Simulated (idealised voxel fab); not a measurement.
The document below concerns the process module designated voxel released beams.
This is section cut - it's 280 nm across, gridded in 5 nm square cells.
In this document a cross-section is written as a grid of square cells. It is given as a series of bands, listed from the top down, and a band is one or more rows of cells.
Basically the band line says how high the top is and how high the bottom is, in nm, and then what's in it from left to right, every material with its width in nm. Empty space shows up as "air", and if a single material carries "everywhere" it runs the full band edge to edge.
Heights from 0 (as-received wafer is one material below). Bottom band endless downward, as "z 0 and below".
Quick explanation for "30..40": the width changes in equal steps down the rows of cells, from the first number in the band's top row to the second number in its bottom row.
Reading "nothing was modified" for a step: not a cell of the cross-section changed in it.
"Closed voids list": empty spaces of 8 cells or more with no open way to the top, each given as width x height at distance, distance from the left edge, all in nm.
It should be noted that, on the line of a given step, the content following the step's settings is a remark produced by the simulator itself with respect to that step.
overlay nm: for a step with a mask, the amount by which the mask lay right of where it was planned; a negative amount means left of it.
**The process steps that were planned are listed below**
| 1 | RECEIVE (material Si) |
| 2 | CONFORMAL_DEP (material SiN; thk nm 10) |
| 3 | DIRECTIONAL_DEP (material SiO2; thk nm 15) |
| 4 | DIRECTIONAL_DEP (material aC; thk nm 10) |
| 5 | PATTERN (tone open; mask id ANCHOR; material resist; width nm 35; thk nm 30; overlay nm 0) |
| 6 | DIRECTIONAL_ETCH (etch materials aC; depth nm 10) |
| 7 | STRIP (etch materials resist) |
| 8 | DIRECTIONAL_ETCH (etch materials SiO2; depth nm 15) |
| 9 | STRIP (etch materials aC) |
| 10 | CONFORMAL_DEP (material W; thk nm 10) |
| 11 | MASKED_ETCH (tone cover; mask id BEAM; width nm 120; etch materials W; depth nm 10; overlay nm 0) |
| 12 | STRIP (etch materials SiO2) |
**As received (post step 1): cross-section**
	z 0 and below | Si everywhere
	Closed voids list: none
**First of two wafers, end-of-module section, run followed plan**
	z 35 to 25 | air (75); W (15); air (15); W (90); air (85)
	z 25 to 20 | air (80); W (10); air (15); W (10); air (165)
	z 20 to 10 | air (80); W (35); air (165)
	z 10 to 0 | SiN everywhere
	z 0 and below | Si everywhere
	Closed voids list: none
**Same start, same plan as the first wafer - but one mistake in the run. Cross-section of the second of the two at the end of the module**
	z 35 to 25 | air (80); W (10); air (15); W (90); air (85)
	z 25 to 20 | air (80); W (10); air (15); W (10); air (165)
	z 20 to 10 | air (80); W (35); air (165)
	z 10 to 0 | SiN everywhere
	z 0 and below | Si everywhere
	Closed voids list: none
In executing the process, a mistake was made relative to the plan: step 11 ran with different settings than intended, the actual operation and settings being MASKED_ETCH (tone cover; mask id BEAM; width nm 115; etch materials W; depth nm 10; overlay nm 0)
Final wafer comparison in cells, second versus first, more or fewer per material: W -2
